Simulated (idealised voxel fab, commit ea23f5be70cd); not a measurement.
Process module in this document: voxel wiring stack
We display cut, a cross-section 245 nm in width whose square cells are each 5 nm.
A cross-section in this document is a grid of square cells, and it is written down as bands, the top band listed before the ones below it; a band is made up of one or more rows of cells.
Within each band entry, the heights of the top and of the bottom of the band appear first, in that order and in nm; the materials of the band then follow from left to right, each with its corresponding width in nm. The designation "throughout" on a single material indicates that it fills the band from edge to edge; the designation "empty" indicates empty space.
Below 0: as-received wafer, all one material; heights counted from there. Lowest band: no bottom, goes on down, written "from 0 down".
A two-number width, for instance "30..40", indicates that the width is equal to the first number in the top row of the band and to the second number in the bottom row, and that it changes by a constant amount per row of cells.
"identical to before" (step): cross-section cells unchanged, all of them.
Closed empty spaces (no open way to the top) of 8 cells or more are what "Enclosed void catalog" lists, each as width x height at distance from the left edge, nm for all three.
What comes after the settings on a step's line is commentary from the simulator itself on that step.
overlay nm: where the mask lay relative to plan, measured to the right, on steps with a mask; negatives go left.
# Planned step list for the process
1 RECEIVE: material Si
2 CONFORMAL_DEP: material SiO2, thk nm 10
3 CONFORMAL_DEP: material SiCN, thk nm 5
4 DIRECTIONAL_DEP: material lowk, thk nm 20
5 PATTERN: tone open, mask id METAL_1, material resist, width nm 25, pitch nm 55, thk nm 20, overlay nm 0
6 DIRECTIONAL_ETCH: etch materials lowk, depth nm 20
7 DIRECTIONAL_ETCH: etch materials SiCN, depth nm 5
8 STRIP: etch materials resist
9 CONFORMAL_DEP: material TiN, thk nm 5
10 FILL_DEP: material W, thk nm 10
11 CMP: height nm 35
12 CONFORMAL_DEP: material SiCN, thk nm 5
13 DIRECTIONAL_DEP: material lowk, thk nm 35
14 PATTERN: tone open, mask id METAL_2, material resist, width nm 25, pitch nm 55, thk nm 15, overlay nm 0
15 DIRECTIONAL_ETCH: etch materials lowk, depth nm 20
16 STRIP: etch materials resist
17 PATTERN: tone open, mask id METAL_2_HOLES, material resist, width nm 15, pitch nm 110, thk nm 20, overlay nm 0
18 DIRECTIONAL_ETCH: etch materials lowk, depth nm 15
19 DIRECTIONAL_ETCH: etch materials SiCN, depth nm 5
20 STRIP: etch materials resist
21 CONFORMAL_DEP: material TiN, thk nm 5
22 FILL_DEP: material Cu, thk nm 5
23 CMP: height nm 75
24 CONFORMAL_DEP: material SiN, thk nm 5
# Of two wafers, the first: run according to plan
# As-received state of the wafer in cross-section, equivalent to post-step 1
- from 0 down | Si throughout
- Enclosed void catalog: none
# State of the wafer after step 2, shown in cross-section
- from 10 to 0 | SiO2 throughout
- Under 0: no change, same as before.
# State of the wafer after step 3, shown in cross-section
- from 15 to 10 | SiCN throughout
- Under 10: no change, same as before.
# State of the wafer after step 4, shown in cross-section
- from 35 to 15 | lowk throughout
- Under 15: no change, same as before.
# State of the wafer after step 5, shown in cross-section
- from 55 to 35 | resist: 25, then empty: 25, then resist: 30, then empty: 25, then resist: 30, then empty: 25, then resist: 30, then empty: 25, then resist: 30
- Under 35: no change, same as before.
# State of the wafer after step 6, shown in cross-section
- from 55 to 35 | resist: 25, then empty: 25, then resist: 30, then empty: 25, then resist: 30, then empty: 25, then resist: 30, then empty: 25, then resist: 30
- from 35 to 15 | lowk: 25, then empty: 25, then lowk: 30, then empty: 25, then lowk: 30, then empty: 25, then lowk: 30, then empty: 25, then lowk: 30
- Under 15: no change, same as before.
# State of the wafer after step 7, shown in cross-section
- from 55 to 35 | resist: 25, then empty: 25, then resist: 30, then empty: 25, then resist: 30, then empty: 25, then resist: 30, then empty: 25, then resist: 30
- from 35 to 15 | lowk: 25, then empty: 25, then lowk: 30, then empty: 25, then lowk: 30, then empty: 25, then lowk: 30, then empty: 25, then lowk: 30
- from 15 to 10 | SiCN: 25, then empty: 25, then SiCN: 30, then empty: 25, then SiCN: 30, then empty: 25, then SiCN: 30, then empty: 25, then SiCN: 30
- Under 10: no change, same as before.
# State of the wafer after step 8, shown in cross-section
- from 35 to 15 | lowk: 25, then empty: 25, then lowk: 30, then empty: 25, then lowk: 30, then empty: 25, then lowk: 30, then empty: 25, then lowk: 30
- Under 15: no change, same as before.
# State of the wafer after step 9, shown in cross-section
- from 40 to 35 | TiN: 30, then empty: 15, then TiN: 40, then empty: 15, then TiN: 40, then empty: 15, then TiN: 40, then empty: 15, then TiN: 35
- from 35 to 15 | lowk: 25, then TiN: 5, then empty: 15, then TiN: 5, then lowk: 30, then TiN: 5, then empty: 15, then TiN: 5, then lowk: 30, then TiN: 5, then empty: 15, then TiN: 5, then lowk: 30, then TiN: 5, then empty: 15, then TiN: 5, then lowk: 30
- from 15 to 10 | SiCN: 25, then TiN: 25, then SiCN: 30, then TiN: 25, then SiCN: 30, then TiN: 25, then SiCN: 30, then TiN: 25, then SiCN: 30
- Under 10: no change, same as before.
# State of the wafer after step 10, shown in cross-section
- from 50 to 40 | W throughout
- from 40 to 35 | TiN: 30, then W: 15, then TiN: 40, then W: 15, then TiN: 40, then W: 15, then TiN: 40, then W: 15, then TiN: 35
- from 35 to 15 | lowk: 25, then TiN: 5, then W: 15, then TiN: 5, then lowk: 30, then TiN: 5, then W: 15, then TiN: 5, then lowk: 30, then TiN: 5, then W: 15, then TiN: 5, then lowk: 30, then TiN: 5, then W: 15, then TiN: 5, then lowk: 30
- Under 15: no change, same as before.
# State of the wafer after step 11, shown in cross-section
- from 35 to 15 | lowk: 25, then TiN: 5, then W: 15, then TiN: 5, then lowk: 30, then TiN: 5, then W: 15, then TiN: 5, then lowk: 30, then TiN: 5, then W: 15, then TiN: 5, then lowk: 30, then TiN: 5, then W: 15, then TiN: 5, then lowk: 30
- Under 15: no change, same as before.
# State of the wafer after step 12, shown in cross-section
- from 40 to 35 | SiCN throughout
- Under 35: no change, same as before.
# State of the wafer after step 13, shown in cross-section
- from 75 to 40 | lowk throughout
- Under 40: no change, same as before.
# State of the wafer after step 14, shown in cross-section
- from 90 to 75 | resist: 25, then empty: 25, then resist: 30, then empty: 25, then resist: 30, then empty: 25, then resist: 30, then empty: 25, then resist: 30
- Under 75: no change, same as before.
# State of the wafer after step 15, shown in cross-section
- from 90 to 75 | resist: 25, then empty: 25, then resist: 30, then empty: 25, then resist: 30, then empty: 25, then resist: 30, then empty: 25, then resist: 30
- from 75 to 55 | lowk: 25, then empty: 25, then lowk: 30, then empty: 25, then lowk: 30, then empty: 25, then lowk: 30, then empty: 25, then lowk: 30
- Under 55: no change, same as before.
# State of the wafer after step 16, shown in cross-section
- from 75 to 55 | lowk: 25, then empty: 25, then lowk: 30, then empty: 25, then lowk: 30, then empty: 25, then lowk: 30, then empty: 25, then lowk: 30
- Under 55: no change, same as before.
# State of the wafer after step 17, shown in cross-section
- from 95 to 75 | resist: 25, then empty: 15, then resist: 95, then empty: 15, then resist: 95
- from 75 to 55 | lowk: 25, then empty: 15, then resist: 10, then lowk: 30, then resist: 25, then lowk: 30, then empty: 15, then resist: 10, then lowk: 30, then resist: 25, then lowk: 30
- Under 55: no change, same as before.
# State of the wafer after step 18, shown in cross-section
- from 95 to 75 | resist: 25, then empty: 15, then resist: 95, then empty: 15, then resist: 95
- from 75 to 55 | lowk: 25, then empty: 15, then resist: 10, then lowk: 30, then resist: 25, then lowk: 30, then empty: 15, then resist: 10, then lowk: 30, then resist: 25, then lowk: 30
- from 55 to 40 | lowk: 25, then empty: 15, then lowk: 95, then empty: 15, then lowk: 95
- Under 40: no change, same as before.
# State of the wafer after step 19, shown in cross-section
- from 95 to 75 | resist: 25, then empty: 15, then resist: 95, then empty: 15, then resist: 95
- from 75 to 55 | lowk: 25, then empty: 15, then resist: 10, then lowk: 30, then resist: 25, then lowk: 30, then empty: 15, then resist: 10, then lowk: 30, then resist: 25, then lowk: 30
- from 55 to 40 | lowk: 25, then empty: 15, then lowk: 95, then empty: 15, then lowk: 95
- from 40 to 35 | SiCN: 25, then empty: 15, then SiCN: 95, then empty: 15, then SiCN: 95
- Under 35: no change, same as before.
# State of the wafer after step 20, shown in cross-section
- from 75 to 55 | lowk: 25, then empty: 25, then lowk: 30, then empty: 25, then lowk: 30, then empty: 25, then lowk: 30, then empty: 25, then lowk: 30
- Under 55: no change, same as before.
# State of the wafer after step 21, shown in cross-section
- from 80 to 75 | TiN: 30, then empty: 15, then TiN: 40, then empty: 15, then TiN: 40, then empty: 15, then TiN: 40, then empty: 15, then TiN: 35
- from 75 to 60 | lowk: 25, then TiN: 5, then empty: 15, then TiN: 5, then lowk: 30, then TiN: 5, then empty: 15, then TiN: 5, then lowk: 30, then TiN: 5, then empty: 15, then TiN: 5, then lowk: 30, then TiN: 5, then empty: 15, then TiN: 5, then lowk: 30
- from 60 to 55 | lowk: 25, then TiN: 5, then empty: 5, then TiN: 15, then lowk: 30, then TiN: 25, then lowk: 30, then TiN: 5, then empty: 5, then TiN: 15, then lowk: 30, then TiN: 25, then lowk: 30
- from 55 to 40 | lowk: 25, then TiN: 5, then empty: 5, then TiN: 5, then lowk: 95, then TiN: 5, then empty: 5, then TiN: 5, then lowk: 95
- from 40 to 35 | SiCN: 25, then TiN: 15, then SiCN: 95, then TiN: 15, then SiCN: 95
- Under 35: no change, same as before.
# State of the wafer after step 22, shown in cross-section
- from 85 to 80 | Cu throughout
- from 80 to 75 | TiN: 30, then Cu: 15, then TiN: 40, then Cu: 15, then TiN: 40, then Cu: 15, then TiN: 40, then Cu: 15, then TiN: 35
- from 75 to 60 | lowk: 25, then TiN: 5, then Cu: 15, then TiN: 5, then lowk: 30, then TiN: 5, then Cu: 15, then TiN: 5, then lowk: 30, then TiN: 5, then Cu: 15, then TiN: 5, then lowk: 30, then TiN: 5, then Cu: 15, then TiN: 5, then lowk: 30
- from 60 to 55 | lowk: 25, then TiN: 5, then Cu: 5, then TiN: 15, then lowk: 30, then TiN: 25, then lowk: 30, then TiN: 5, then Cu: 5, then TiN: 15, then lowk: 30, then TiN: 25, then lowk: 30
- from 55 to 40 | lowk: 25, then TiN: 5, then Cu: 5, then TiN: 5, then lowk: 95, then TiN: 5, then Cu: 5, then TiN: 5, then lowk: 95
- Under 40: no change, same as before.
# State of the wafer after step 23, shown in cross-section
- from 75 to 60 | lowk: 25, then TiN: 5, then Cu: 15, then TiN: 5, then lowk: 30, then TiN: 5, then Cu: 15, then TiN: 5, then lowk: 30, then TiN: 5, then Cu: 15, then TiN: 5, then lowk: 30, then TiN: 5, then Cu: 15, then TiN: 5, then lowk: 30
- Under 60: no change, same as before.
# State of the wafer after step 24, shown in cross-section
- from 80 to 75 | SiN throughout
- Under 75: no change, same as before.
# Second of two: same start, same plan, one run error; steps up to and including 11 match the first
# Look at the second wafer in cross-section at the time step 12 ought to have finished
- from 40 to 35 | lowk throughout
- Under 35: no change, same as before.
# Look at the second wafer in cross-section at the time step 13 ought to have finished
- from 75 to 35 | lowk throughout
- Under 35: no change, same as before.
# Look at the second wafer in cross-section at the time step 14 ought to have finished
- from 90 to 75 | resist: 25, then empty: 25, then resist: 30, then empty: 25, then resist: 30, then empty: 25, then resist: 30, then empty: 25, then resist: 30
- Under 75: no change, same as before.
# Look at the second wafer in cross-section at the time step 15 ought to have finished
- from 90 to 75 | resist: 25, then empty: 25, then resist: 30, then empty: 25, then resist: 30, then empty: 25, then resist: 30, then empty: 25, then resist: 30
- from 75 to 55 | lowk: 25, then empty: 25, then lowk: 30, then empty: 25, then lowk: 30, then empty: 25, then lowk: 30, then empty: 25, then lowk: 30
- Under 55: no change, same as before.
# Look at the second wafer in cross-section at the time step 16 ought to have finished
- from 75 to 55 | lowk: 25, then empty: 25, then lowk: 30, then empty: 25, then lowk: 30, then empty: 25, then lowk: 30, then empty: 25, then lowk: 30
- Under 55: no change, same as before.
# Look at the second wafer in cross-section at the time step 17 ought to have finished
- from 95 to 75 | resist: 25, then empty: 15, then resist: 95, then empty: 15, then resist: 95
- from 75 to 55 | lowk: 25, then empty: 15, then resist: 10, then lowk: 30, then resist: 25, then lowk: 30, then empty: 15, then resist: 10, then lowk: 30, then resist: 25, then lowk: 30
- Under 55: no change, same as before.
# Look at the second wafer in cross-section at the time step 18 ought to have finished
- from 95 to 75 | resist: 25, then empty: 15, then resist: 95, then empty: 15, then resist: 95
- from 75 to 55 | lowk: 25, then empty: 15, then resist: 10, then lowk: 30, then resist: 25, then lowk: 30, then empty: 15, then resist: 10, then lowk: 30, then resist: 25, then lowk: 30
- from 55 to 40 | lowk: 25, then empty: 15, then lowk: 95, then empty: 15, then lowk: 95
- Under 40: no change, same as before.
Look at the second wafer in cross-section at the time step 19 ought to have finished: identical to before
# Look at the second wafer in cross-section at the time step 20 ought to have finished
- from 75 to 55 | lowk: 25, then empty: 25, then lowk: 30, then empty: 25, then lowk: 30, then empty: 25, then lowk: 30, then empty: 25, then lowk: 30
- Under 55: no change, same as before.
# Look at the second wafer in cross-section at the time step 21 ought to have finished
- from 80 to 75 | TiN: 30, then empty: 15, then TiN: 40, then empty: 15, then TiN: 40, then empty: 15, then TiN: 40, then empty: 15, then TiN: 35
- from 75 to 60 | lowk: 25, then TiN: 5, then empty: 15, then TiN: 5, then lowk: 30, then TiN: 5, then empty: 15, then TiN: 5, then lowk: 30, then TiN: 5, then empty: 15, then TiN: 5, then lowk: 30, then TiN: 5, then empty: 15, then TiN: 5, then lowk: 30
- from 60 to 55 | lowk: 25, then TiN: 5, then empty: 5, then TiN: 15, then lowk: 30, then TiN: 25, then lowk: 30, then TiN: 5, then empty: 5, then TiN: 15, then lowk: 30, then TiN: 25, then lowk: 30
- from 55 to 45 | lowk: 25, then TiN: 5, then empty: 5, then TiN: 5, then lowk: 95, then TiN: 5, then empty: 5, then TiN: 5, then lowk: 95
- from 45 to 40 | lowk: 25, then TiN: 15, then lowk: 95, then TiN: 15, then lowk: 95
- Under 40: no change, same as before.
# Look at the second wafer in cross-section at the time step 22 ought to have finished
- from 85 to 80 | Cu throughout
- from 80 to 75 | TiN: 30, then Cu: 15, then TiN: 40, then Cu: 15, then TiN: 40, then Cu: 15, then TiN: 40, then Cu: 15, then TiN: 35
- from 75 to 60 | lowk: 25, then TiN: 5, then Cu: 15, then TiN: 5, then lowk: 30, then TiN: 5, then Cu: 15, then TiN: 5, then lowk: 30, then TiN: 5, then Cu: 15, then TiN: 5, then lowk: 30, then TiN: 5, then Cu: 15, then TiN: 5, then lowk: 30
- from 60 to 55 | lowk: 25, then TiN: 5, then Cu: 5, then TiN: 15, then lowk: 30, then TiN: 25, then lowk: 30, then TiN: 5, then Cu: 5, then TiN: 15, then lowk: 30, then TiN: 25, then lowk: 30
- from 55 to 45 | lowk: 25, then TiN: 5, then Cu: 5, then TiN: 5, then lowk: 95, then TiN: 5, then Cu: 5, then TiN: 5, then lowk: 95
- Under 45: no change, same as before.
# Look at the second wafer in cross-section at the time step 23 ought to have finished
- from 75 to 60 | lowk: 25, then TiN: 5, then Cu: 15, then TiN: 5, then lowk: 30, then TiN: 5, then Cu: 15, then TiN: 5, then lowk: 30, then TiN: 5, then Cu: 15, then TiN: 5, then lowk: 30, then TiN: 5, then Cu: 15, then TiN: 5, then lowk: 30
- Under 60: no change, same as before.
# Look at the second wafer in cross-section at the time step 24 ought to have finished
- from 80 to 75 | SiN throughout
- Under 75: no change, same as before.
Want to know what went wrong? step 12 ran with different settings than intended, the actual operation and settings being CONFORMAL_DEP: material lowk, thk nm 5
At the finish, the second wafer shows more or fewer cells for some materials than the first does: Cu: 2 fewer, SiCN: 43 fewer, TiN: 4 fewer, lowk: 49 more
